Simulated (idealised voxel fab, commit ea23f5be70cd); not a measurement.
Herein follows the process module entitled voxel capacitor over wiring.
Pictured: cross-section cut, 170 nm wide, on a grid of 5 nm square cells.
Think of the cross-section as a grid of square cells. We describe it in bands, top to bottom, and each band covers one or more rows of those cells. Per band: top height and bottom height in nm, followed by the left-to-right materials and their widths in nm; "edge to edge" marks a single material spanning edge to edge, "air" marks empty space. Heads up on the height convention: 0 is the point under which the incoming wafer is all one material, and the lowest band has no bottom, it just keeps going down, like "0 nm and below". Width: "30->40" (first number = top row, second number = bottom row, same change from row to row of cells). You'll sometimes find "stayed the same" written for a step, and that's the way of saying that nowhere in the cross-section did a cell change during that step. Closed-off voids of 8+ cells (no open route to the top) go in "Closed void register", written width x height at distance from the left edge, in nm. Whatever follows a step's settings on its line is a remark the simulator itself makes about that step. Steps that use a mask can have "overlay nm" on their line. It says how far the mask sat to the right of where it was meant to be. Negative means to the left.
## The steps planned for the process are as follows
step 1: RECEIVE with material Si
step 2: CONFORMAL_DEP with material SiO2, thk nm 10
step 3: DIRECTIONAL_DEP with material TiN, thk nm 5
step 4: DIRECTIONAL_DEP with material Ru, thk nm 15
step 5: DIRECTIONAL_DEP with material aC, thk nm 15
step 6: PATTERN with tone cover, mask id METAL_1, material resist, width nm 20, pitch nm 80, thk nm 35, overlay nm 0
step 7: DIRECTIONAL_ETCH with etch materials aC, depth nm 15
step 8: STRIP with etch materials resist
step 9: DIRECTIONAL_ETCH with etch materials Ru, depth nm 15
step 10: DIRECTIONAL_ETCH with etch materials TiN, depth nm 5
step 11: STRIP with etch materials aC
step 12: FILL_DEP with material SiO2, thk nm 10
step 13: CMP with height nm 30
step 14: CONFORMAL_DEP with material SiCN, thk nm 5
step 15: DIRECTIONAL_DEP with material lowk, thk nm 15
step 16: DIRECTIONAL_DEP with material aC, thk nm 15
step 17: PATTERN with tone open, mask id PLUG_1, material resist, width nm 15, thk nm 30, overlay nm 0
step 18: DIRECTIONAL_ETCH with etch materials aC, depth nm 15
step 19: STRIP with etch materials resist
step 20: DIRECTIONAL_ETCH with etch materials lowk, depth nm 15
step 21: DIRECTIONAL_ETCH with etch materials SiCN, depth nm 5
step 22: STRIP with etch materials aC
step 23: CONFORMAL_DEP with material TiN, thk nm 5
step 24: FILL_DEP with material W, thk nm 5
step 25: CMP with height nm 50
step 26: DIRECTIONAL_DEP with material TiN, thk nm 10
step 27: DIRECTIONAL_DEP with material SiN, thk nm 5
step 28: DIRECTIONAL_DEP with material TiN, thk nm 10
step 29: MASKED_ETCH with tone cover, mask id UPPER_PLATE, width nm 65, etch materials TiN, depth nm 10, overlay nm 0
step 30: MASKED_ETCH with tone cover, mask id UPPER_PLATE, width nm 65, etch materials SiN, depth nm 5, overlay nm 0
step 31: PATTERN with tone cover, mask id LOWER_PLATE, material resist, width nm 75, thk nm 20, overlay nm 0
step 32: DIRECTIONAL_ETCH with etch materials TiN, depth nm 10
step 33: STRIP with etch materials resist
step 34: FILL_DEP with material SiO2, thk nm 15
step 35: CMP with height nm 85
step 36: DIRECTIONAL_DEP with material aC, thk nm 15
step 37: PATTERN with tone open, mask id PLUG_2, material resist, width nm 15, thk nm 30, overlay nm 0
step 38: DIRECTIONAL_ETCH with etch materials aC, depth nm 15
step 39: STRIP with etch materials resist
step 40: DIRECTIONAL_ETCH with etch materials SiO2, depth nm 10
step 41: STRIP with etch materials aC
step 42: CONFORMAL_DEP with material TiN, thk nm 5
step 43: FILL_DEP with material Cu, thk nm 5
step 44: CMP with height nm 85
step 45: CONFORMAL_DEP with material SiN, thk nm 5
## So, the first of our two wafers, run just as we planned it
## as received, after step 1
	0 nm and below = Si edge to edge
	Closed void register: none
## Presented here is a cross-section of the wafer after step 2 has been performed
	10 nm to 0 nm = SiO2 edge to edge
	Everything below 0 is unchanged.
## Presented here is a cross-section of the wafer after step 3 has been performed
	15 nm to 10 nm = TiN edge to edge
	Everything below 10 is unchanged.
## Presented here is a cross-section of the wafer after step 4 has been performed
	30 nm to 15 nm = Ru edge to edge
	Everything below 15 is unchanged.
## Presented here is a cross-section of the wafer after step 5 has been performed
	45 nm to 30 nm = aC edge to edge
	Everything below 30 is unchanged.
## Presented here is a cross-section of the wafer after step 6 has been performed
	80 nm to 45 nm = air: 35, then resist: 20, then air: 60, then resist: 20, then air: 35
	Everything below 45 is unchanged.
## Presented here is a cross-section of the wafer after step 7 has been performed
	65 nm to 45 nm = air: 35, then resist: 20, then air: 60, then resist: 20, then air: 35
	45 nm to 30 nm = air: 35, then aC: 20, then air: 60, then aC: 20, then air: 35
	Everything below 30 is unchanged.
## Presented here is a cross-section of the wafer after step 8 has been performed
	45 nm to 30 nm = air: 35, then aC: 20, then air: 60, then aC: 20, then air: 35
	Everything below 30 is unchanged.
## Presented here is a cross-section of the wafer after step 9 has been performed
	45 nm to 30 nm = air: 35, then aC: 20, then air: 60, then aC: 20, then air: 35
	30 nm to 15 nm = air: 35, then Ru: 20, then air: 60, then Ru: 20, then air: 35
	Everything below 15 is unchanged.
## Presented here is a cross-section of the wafer after step 10 has been performed
	45 nm to 30 nm = air: 35, then aC: 20, then air: 60, then aC: 20, then air: 35
	30 nm to 15 nm = air: 35, then Ru: 20, then air: 60, then Ru: 20, then air: 35
	15 nm to 10 nm = air: 35, then TiN: 20, then air: 60, then TiN: 20, then air: 35
	Everything below 10 is unchanged.
## Presented here is a cross-section of the wafer after step 11 has been performed
	30 nm to 15 nm = air: 35, then Ru: 20, then air: 60, then Ru: 20, then air: 35
	Everything below 15 is unchanged.
## Presented here is a cross-section of the wafer after step 12 has been performed
	40 nm to 30 nm = SiO2 edge to edge
	30 nm to 15 nm = SiO2: 35, then Ru: 20, then SiO2: 60, then Ru: 20, then SiO2: 35
	15 nm to 10 nm = SiO2: 35, then TiN: 20, then SiO2: 60, then TiN: 20, then SiO2: 35
	Everything below 10 is unchanged.
## Presented here is a cross-section of the wafer after step 13 has been performed
	30 nm to 15 nm = SiO2: 35, then Ru: 20, then SiO2: 60, then Ru: 20, then SiO2: 35
	Everything below 15 is unchanged.
## Presented here is a cross-section of the wafer after step 14 has been performed
	35 nm to 30 nm = SiCN edge to edge
	Everything below 30 is unchanged.
## Presented here is a cross-section of the wafer after step 15 has been performed
	50 nm to 35 nm = lowk edge to edge
	Everything below 35 is unchanged.
## Presented here is a cross-section of the wafer after step 16 has been performed
	65 nm to 50 nm = aC edge to edge
	Everything below 50 is unchanged.
## Presented here is a cross-section of the wafer after step 17 has been performed
	95 nm to 65 nm = resist: 40, then air: 15, then resist: 115
	Everything below 65 is unchanged.
## Presented here is a cross-section of the wafer after step 18 has been performed
	80 nm to 65 nm = resist: 40, then air: 15, then resist: 115
	65 nm to 50 nm = aC: 40, then air: 15, then aC: 115
	Everything below 50 is unchanged.
## Presented here is a cross-section of the wafer after step 19 has been performed
	65 nm to 50 nm = aC: 40, then air: 15, then aC: 115
	Everything below 50 is unchanged.
## Presented here is a cross-section of the wafer after step 20 has been performed
	65 nm to 50 nm = aC: 40, then air: 15, then aC: 115
	50 nm to 35 nm = lowk: 40, then air: 15, then lowk: 115
	Everything below 35 is unchanged.
## Presented here is a cross-section of the wafer after step 21 has been performed
	65 nm to 50 nm = aC: 40, then air: 15, then aC: 115
	50 nm to 35 nm = lowk: 40, then air: 15, then lowk: 115
	35 nm to 30 nm = SiCN: 40, then air: 15, then SiCN: 115
	Everything below 30 is unchanged.
## Presented here is a cross-section of the wafer after step 22 has been performed
	50 nm to 35 nm = lowk: 40, then air: 15, then lowk: 115
	Everything below 35 is unchanged.
## Presented here is a cross-section of the wafer after step 23 has been performed
	55 nm to 50 nm = TiN: 45, then air: 5, then TiN: 120
	50 nm to 35 nm = lowk: 40, then TiN: 5, then air: 5, then TiN: 5, then lowk: 115
	35 nm to 30 nm = SiCN: 40, then TiN: 15, then SiCN: 115
	Everything below 30 is unchanged.
## Presented here is a cross-section of the wafer after step 24 has been performed
	60 nm to 55 nm = W edge to edge
	55 nm to 50 nm = TiN: 45, then W: 5, then TiN: 120
	50 nm to 35 nm = lowk: 40, then TiN: 5, then W: 5, then TiN: 5, then lowk: 115
	Everything below 35 is unchanged.
## Presented here is a cross-section of the wafer after step 25 has been performed
	50 nm to 35 nm = lowk: 40, then TiN: 5, then W: 5, then TiN: 5, then lowk: 115
	Everything below 35 is unchanged.
## Presented here is a cross-section of the wafer after step 26 has been performed
	60 nm to 50 nm = TiN edge to edge
	Everything below 50 is unchanged.
## Presented here is a cross-section of the wafer after step 27 has been performed
	65 nm to 60 nm = SiN edge to edge
	Everything below 60 is unchanged.
## Presented here is a cross-section of the wafer after step 28 has been performed
	75 nm to 65 nm = TiN edge to edge
	Everything below 65 is unchanged.
## Presented here is a cross-section of the wafer after step 29 has been performed
	75 nm to 65 nm = air: 40, then TiN: 65, then air: 65
	Everything below 65 is unchanged.
## Presented here is a cross-section of the wafer after step 30 has been performed
	75 nm to 65 nm = air: 40, then TiN: 65, then air: 65
	65 nm to 60 nm = air: 40, then SiN: 65, then air: 65
	Everything below 60 is unchanged.
## Presented here is a cross-section of the wafer after step 31 has been performed
	95 nm to 75 nm = air: 35, then resist: 75, then air: 60
	75 nm to 65 nm = air: 35, then resist: 5, then TiN: 65, then resist: 5, then air: 60
	65 nm to 60 nm = air: 35, then resist: 5, then SiN: 65, then resist: 5, then air: 60
	Everything below 60 is unchanged.
## Presented here is a cross-section of the wafer after step 32 has been performed
	95 nm to 75 nm = air: 35, then resist: 75, then air: 60
	75 nm to 65 nm = air: 35, then resist: 5, then TiN: 65, then resist: 5, then air: 60
	65 nm to 60 nm = air: 35, then resist: 5, then SiN: 65, then resist: 5, then air: 60
	60 nm to 50 nm = air: 35, then TiN: 75, then air: 60
	Everything below 50 is unchanged.
## Presented here is a cross-section of the wafer after step 33 has been performed
	75 nm to 65 nm = air: 40, then TiN: 65, then air: 65
	65 nm to 60 nm = air: 40, then SiN: 65, then air: 65
	Everything below 60 is unchanged.
## Presented here is a cross-section of the wafer after step 34 has been performed
	90 nm to 75 nm = SiO2 edge to edge
	75 nm to 65 nm = SiO2: 40, then TiN: 65, then SiO2: 65
	65 nm to 60 nm = SiO2: 40, then SiN: 65, then SiO2: 65
	60 nm to 50 nm = SiO2: 35, then TiN: 75, then SiO2: 60
	Everything below 50 is unchanged.
## Presented here is a cross-section of the wafer after step 35 has been performed
	85 nm to 75 nm = SiO2 edge to edge
	Everything below 75 is unchanged.
## Presented here is a cross-section of the wafer after step 36 has been performed
	100 nm to 85 nm = aC edge to edge
	Everything below 85 is unchanged.
## Presented here is a cross-section of the wafer after step 37 has been performed
	130 nm to 100 nm = resist: 50, then air: 15, then resist: 105
	Everything below 100 is unchanged.
## Presented here is a cross-section of the wafer after step 38 has been performed
	115 nm to 100 nm = resist: 50, then air: 15, then resist: 105
	100 nm to 85 nm = aC: 50, then air: 15, then aC: 105
	Everything below 85 is unchanged.
## Presented here is a cross-section of the wafer after step 39 has been performed
	100 nm to 85 nm = aC: 50, then air: 15, then aC: 105
	Everything below 85 is unchanged.
## Presented here is a cross-section of the wafer after step 40 has been performed
	100 nm to 85 nm = aC: 50, then air: 15, then aC: 105
	85 nm to 75 nm = SiO2: 50, then air: 15, then SiO2: 105
	Everything below 75 is unchanged.
## Presented here is a cross-section of the wafer after step 41 has been performed
	85 nm to 75 nm = SiO2: 50, then air: 15, then SiO2: 105
	Everything below 75 is unchanged.
## Presented here is a cross-section of the wafer after step 42 has been performed
	90 nm to 85 nm = TiN: 55, then air: 5, then TiN: 110
	85 nm to 80 nm = SiO2: 50, then TiN: 5, then air: 5, then TiN: 5, then SiO2: 105
	80 nm to 75 nm = SiO2: 50, then TiN: 15, then SiO2: 105
	Everything below 75 is unchanged.
## Presented here is a cross-section of the wafer after step 43 has been performed
	95 nm to 90 nm = Cu edge to edge
	90 nm to 85 nm = TiN: 55, then Cu: 5, then TiN: 110
	85 nm to 80 nm = SiO2: 50, then TiN: 5, then Cu: 5, then TiN: 5, then SiO2: 105
	Everything below 80 is unchanged.
## Presented here is a cross-section of the wafer after step 44 has been performed
	85 nm to 80 nm = SiO2: 50, then TiN: 5, then Cu: 5, then TiN: 5, then SiO2: 105
	Everything below 80 is unchanged.
## Presented here is a cross-section of the wafer after step 45 has been performed
	90 nm to 85 nm = SiN edge to edge
	Everything below 85 is unchanged.
## Second wafer, same starting state and plan as the first, one mistake in the run, identical through step 23
## Second wafer: cross-section at the scheduled end of step 24
	60 nm to 55 nm = SiN edge to edge
	55 nm to 50 nm = TiN: 45, then SiN: 5, then TiN: 120
	50 nm to 35 nm = lowk: 40, then TiN: 5, then SiN: 5, then TiN: 5, then lowk: 115
	Everything below 35 is unchanged.
## Second wafer: cross-section at the scheduled end of step 25
	50 nm to 35 nm = lowk: 40, then TiN: 5, then SiN: 5, then TiN: 5, then lowk: 115
	Everything below 35 is unchanged.
## Second wafer: cross-section at the scheduled end of step 26
	60 nm to 50 nm = TiN edge to edge
	Everything below 50 is unchanged.
## Second wafer: cross-section at the scheduled end of step 27
	65 nm to 60 nm = SiN edge to edge
	Everything below 60 is unchanged.
## Second wafer: cross-section at the scheduled end of step 28
	75 nm to 65 nm = TiN edge to edge
	Everything below 65 is unchanged.
## Second wafer: cross-section at the scheduled end of step 29
	75 nm to 65 nm = air: 40, then TiN: 65, then air: 65
	Everything below 65 is unchanged.
## Second wafer: cross-section at the scheduled end of step 30
	75 nm to 65 nm = air: 40, then TiN: 65, then air: 65
	65 nm to 60 nm = air: 40, then SiN: 65, then air: 65
	Everything below 60 is unchanged.
## Second wafer: cross-section at the scheduled end of step 31
	95 nm to 75 nm = air: 35, then resist: 75, then air: 60
	75 nm to 65 nm = air: 35, then resist: 5, then TiN: 65, then resist: 5, then air: 60
	65 nm to 60 nm = air: 35, then resist: 5, then SiN: 65, then resist: 5, then air: 60
	Everything below 60 is unchanged.
## Second wafer: cross-section at the scheduled end of step 32
	95 nm to 75 nm = air: 35, then resist: 75, then air: 60
	75 nm to 65 nm = air: 35, then resist: 5, then TiN: 65, then resist: 5, then air: 60
	65 nm to 60 nm = air: 35, then resist: 5, then SiN: 65, then resist: 5, then air: 60
	60 nm to 50 nm = air: 35, then TiN: 75, then air: 60
	Everything below 50 is unchanged.
## Second wafer: cross-section at the scheduled end of step 33
	75 nm to 65 nm = air: 40, then TiN: 65, then air: 65
	65 nm to 60 nm = air: 40, then SiN: 65, then air: 65
	Everything below 60 is unchanged.
## Second wafer: cross-section at the scheduled end of step 34
	90 nm to 75 nm = SiO2 edge to edge
	75 nm to 65 nm = SiO2: 40, then TiN: 65, then SiO2: 65
	65 nm to 60 nm = SiO2: 40, then SiN: 65, then SiO2: 65
	60 nm to 50 nm = SiO2: 35, then TiN: 75, then SiO2: 60
	Everything below 50 is unchanged.
## Second wafer: cross-section at the scheduled end of step 35
	85 nm to 75 nm = SiO2 edge to edge
	Everything below 75 is unchanged.
## Second wafer: cross-section at the scheduled end of step 36
	100 nm to 85 nm = aC edge to edge
	Everything below 85 is unchanged.
## Second wafer: cross-section at the scheduled end of step 37
	130 nm to 100 nm = resist: 50, then air: 15, then resist: 105
	Everything below 100 is unchanged.
## Second wafer: cross-section at the scheduled end of step 38
	115 nm to 100 nm = resist: 50, then air: 15, then resist: 105
	100 nm to 85 nm = aC: 50, then air: 15, then aC: 105
	Everything below 85 is unchanged.
## Second wafer: cross-section at the scheduled end of step 39
	100 nm to 85 nm = aC: 50, then air: 15, then aC: 105
	Everything below 85 is unchanged.
## Second wafer: cross-section at the scheduled end of step 40
	100 nm to 85 nm = aC: 50, then air: 15, then aC: 105
	85 nm to 75 nm = SiO2: 50, then air: 15, then SiO2: 105
	Everything below 75 is unchanged.
## Second wafer: cross-section at the scheduled end of step 41
	85 nm to 75 nm = SiO2: 50, then air: 15, then SiO2: 105
	Everything below 75 is unchanged.
## Second wafer: cross-section at the scheduled end of step 42
	90 nm to 85 nm = TiN: 55, then air: 5, then TiN: 110
	85 nm to 80 nm = SiO2: 50, then TiN: 5, then air: 5, then TiN: 5, then SiO2: 105
	80 nm to 75 nm = SiO2: 50, then TiN: 15, then SiO2: 105
	Everything below 75 is unchanged.
## Second wafer: cross-section at the scheduled end of step 43
	95 nm to 90 nm = Cu edge to edge
	90 nm to 85 nm = TiN: 55, then Cu: 5, then TiN: 110
	85 nm to 80 nm = SiO2: 50, then TiN: 5, then Cu: 5, then TiN: 5, then SiO2: 105
	Everything below 80 is unchanged.
## Second wafer: cross-section at the scheduled end of step 44
	85 nm to 80 nm = SiO2: 50, then TiN: 5, then Cu: 5, then TiN: 5, then SiO2: 105
	Everything below 80 is unchanged.
## Second wafer: cross-section at the scheduled end of step 45
	90 nm to 85 nm = SiN edge to edge
	Everything below 85 is unchanged.
So what did we get wrong on this run? for step 24, the planned setting was not used; the step was instead run as FILL_DEP with material SiN, thk nm 5
Wrapping up, a cell-based count of both wafers puts the second over or under the first for these materials: 3 more of SiN | 3 fewer of W
